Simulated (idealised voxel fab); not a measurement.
process module | voxel released beams
cross-section cut | 240 nm wide | cells 5 nm
A cross-section is a grid of square cells, given in bands from the top down. A band is one or more rows of cells.
Each band's line starts with the height of the band's top and of its bottom, in nm. Then come its materials from left to right, each with its width in nm. One material with "throughout" fills the band from edge to edge. "air" is empty space.
Height 0 is the level under which the wafer as received is all one material. The lowest band goes on downwards, as in "0 down".
A width such as "30 to 40" changes by the same amount from each row of cells to the next, from the band's top row to its bottom row.
"no change" after a step means that no cell of the cross-section changed.
closed voids: empty space of 8 cells or more with no open way to the top, each as width x height at its distance from the left edge, in nm
after a step's settings: what the simulator itself notes on the step
overlay nm, on a step with a mask: how far to the right of its planned place the mask lay; to the left if negative
plan
1 op RECEIVE | material Si
2 op CONFORMAL_DEP | material SiN | thk nm 5
3 op DIRECTIONAL_DEP | material SiO2 | thk nm 15
4 op PATTERN | tone open | mask id ANCHOR | material resist | width nm 40 | thk nm 15 | overlay nm 0
5 op DIRECTIONAL_ETCH | etch materials SiO2 | depth nm 15
6 op STRIP | etch materials resist
7 op CONFORMAL_DEP | material TiN | thk nm 15
8 op MASKED_ETCH | tone cover | mask id BEAM | width nm 85 | etch materials TiN | depth nm 15 | overlay nm 0
9 op STRIP | etch materials SiO2
as received, after step 1
  0 down: Si throughout
  closed voids: none
first wafer at the end, as planned
  35 to 20: air 75 | TiN 20 | air 10 | TiN 55 | air 80
  20 to 5: air 80 | TiN 40 | air 120
  5 to 0: SiN throughout
  0 down: Si throughout
  closed voids: none
second wafer at the end: like start, like plan, one mistake
  35 to 20: air 75 | TiN 85 | air 80
  20 to 15: SiN throughout
  15 to 0: SiO2 throughout
  0 down: Si throughout
  closed voids: none
what went wrong: steps 2 and 3 were swapped
at the end the second wafer has, in cells: 144 more of SiO2 | 18 fewer of TiN
